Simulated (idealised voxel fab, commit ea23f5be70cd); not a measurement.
Process module name: voxel capacitor over wiring
This is section cut - it's 215 nm across, gridded in 5 nm square cells.
The cross-sections in this document take the form of a grid made of square cells. They are written out as bands, in order from top to bottom. Each band consists of one or more rows of cells. Look at the band entry: it leads with the top's height and the bottom's height in nm. Then it lists the materials left to right, with a width in nm for each. The word "full width" on a single material says that material fills the band edge to edge. The word "air" is empty space. The level at which height equals 0 is the one under which the wafer, as it arrives, is entirely one material. No lower edge exists for the bottom band, which continues downward and is notated as in "top 0, no bottom". So if you see something like "30 to 40" for the width, read it as the top row of the band sitting at the first number and the bottom row at the second, with every row in between moving by the same amount as the last. Where a step carries "remains unaltered", the cross-section came out of it unchanged, cell for cell. In "Sealed internal cavities" the enclosed voids are listed, meaning empty spaces of 8 cells or larger without any opening to the top. The form is width x height at distance, distance from the left edge, units nm. If you see something after the settings on a step's line, that's the simulator's own remark about that step. overlay nm, on a step with a mask: how far to the right of its planned place the mask lay; to the left if negative.
Here's what the planned process steps look like:
| 1 | RECEIVE [material Si] |
| 2 | CONFORMAL_DEP [material SiO2] [thk nm 10] |
| 3 | DIRECTIONAL_DEP [material TiN] [thk nm 5] |
| 4 | DIRECTIONAL_DEP [material Ru] [thk nm 20] |
| 5 | DIRECTIONAL_DEP [material aC] [thk nm 15] |
| 6 | PATTERN [tone cover] [mask id METAL_1] [material resist] [width nm 30] [pitch nm 95] [thk nm 30] [overlay nm 0] |
| 7 | DIRECTIONAL_ETCH [etch materials aC] [depth nm 15] |
| 8 | STRIP [etch materials resist] |
| 9 | DIRECTIONAL_ETCH [etch materials Ru] [depth nm 20] |
| 10 | DIRECTIONAL_ETCH [etch materials TiN] [depth nm 5] |
| 11 | STRIP [etch materials aC] |
| 12 | CONFORMAL_DEP [material SiN] [thk nm 5] |
| 13 | FILL_DEP [material lowk] [thk nm 10] |
| 14 | CMP [height nm 35] |
| 15 | CONFORMAL_DEP [material SiCN] [thk nm 5] |
| 16 | DIRECTIONAL_DEP [material SiO2] [thk nm 20] |
| 17 | MASKED_ETCH [tone open] [mask id PLUG_1] [width nm 15] [etch materials SiO2] [depth nm 20] [overlay nm 0] |
| 18 | MASKED_ETCH [tone open] [mask id PLUG_1] [width nm 15] [etch materials SiCN] [depth nm 5] [overlay nm 0] |
| 19 | CONFORMAL_DEP [material TiN] [thk nm 5] |
| 20 | FILL_DEP [material Ru] [thk nm 5] |
| 21 | CMP [height nm 60] |
| 22 | DIRECTIONAL_DEP [material TiN] [thk nm 5] |
| 23 | DIRECTIONAL_DEP [material HfO2] [thk nm 5] |
| 24 | DIRECTIONAL_DEP [material TiN] [thk nm 5] |
| 25 | PATTERN [tone cover] [mask id UPPER_PLATE] [material resist] [width nm 70] [thk nm 15] [overlay nm 0] |
| 26 | DIRECTIONAL_ETCH [etch materials TiN] [depth nm 5] |
| 27 | DIRECTIONAL_ETCH [etch materials HfO2] [depth nm 5] |
| 28 | STRIP [etch materials resist] |
| 29 | PATTERN [tone cover] [mask id LOWER_PLATE] [material resist] [width nm 80] [thk nm 20] [overlay nm 0] |
| 30 | DIRECTIONAL_ETCH [etch materials TiN] [depth nm 5] |
| 31 | STRIP [etch materials resist] |
| 32 | FILL_DEP [material SiO2] [thk nm 20] |
| 33 | CMP [height nm 90] |
| 34 | PATTERN [tone open] [mask id PLUG_2] [material resist] [width nm 15] [thk nm 20] [overlay nm 0] |
| 35 | DIRECTIONAL_ETCH [etch materials SiO2] [depth nm 15] |
| 36 | STRIP [etch materials resist] |
| 37 | CONFORMAL_DEP [material TiN] [thk nm 5] |
| 38 | FILL_DEP [material Cu] [thk nm 10] |
| 39 | CMP [height nm 90] |
| 40 | CONFORMAL_DEP [material SiCN] [thk nm 5] |
Wafer at receipt (post step 1), cross-section:
  top 0, no bottom | Si full width
  Sealed internal cavities: none
Post-module cross-section of the first of two wafers (run per plan):
  top 95, bottom 90 | SiCN full width
  top 90, bottom 80 | SiO2 70 | TiN 5 | Cu 5 | TiN 5 | SiO2 130
  top 80, bottom 70 | SiO2 70 to 60 | TiN 15 to 70 | SiO2 130 to 85
  top 70, bottom 65 | SiO2 60 | HfO2 70 | SiO2 85
  top 65, bottom 60 | SiO2 55 | TiN 80 | SiO2 80
  top 60, bottom 40 | SiO2 60 | TiN 5 | Ru 5 | TiN 5 | SiO2 140
  top 40, bottom 35 | SiCN 60 | TiN 15 | SiCN 140
  top 35, bottom 15 | lowk 40 | SiN 5 | Ru 30 | SiN 5 | lowk 55 | SiN 5 | Ru 30 | SiN 5 | lowk 40
  top 15, bottom 10 | SiN 45 | TiN 30 | SiN 65 | TiN 30 | SiN 45
  top 10, bottom 0 | SiO2 full width
  top 0, no bottom | Si full width
  Sealed internal cavities: none
Second wafer of the two, sectioned at the end of the module. It began like the first and followed the same plan, but one mistake was made while running it:
  top 95, bottom 90 | SiCN full width
  top 90, bottom 80 | SiO2 70 | TiN 5 | Cu 5 | TiN 5 | SiO2 130
  top 80, bottom 70 | SiO2 70 to 60 | TiN 15 to 70 | SiO2 130 to 85
  top 70, bottom 65 | SiO2 60 | HfO2 70 | SiO2 85
  top 65, bottom 60 | SiO2 55 | TiN 80 | SiO2 80
  top 60, bottom 40 | SiO2 60 | TiN 5 | Ru 5 | TiN 5 | SiO2 140
  top 40, bottom 35 | SiCN 60 | TiN 15 | SiCN 140
  top 35, bottom 20 | lowk 40 | SiN 5 | Ru 30 | SiN 5 | lowk 55 | SiN 5 | Ru 30 | SiN 5 | lowk 40
  top 20, bottom 15 | SiN 45 | Ru 30 | SiN 65 | Ru 30 | SiN 45
  top 15, bottom 10 | lowk full width
  top 10, bottom 0 | SiO2 full width
  top 0, no bottom | Si full width
  Sealed internal cavities: none
Heads up, the wafer didn't run the way we planned it: not per plan at step 3, really ran DIRECTIONAL_DEP [material lowk] [thk nm 5]
FYI, end of process, the second wafer has more or fewer cells of some materials than the first: SiN -4, TiN -12, lowk +16
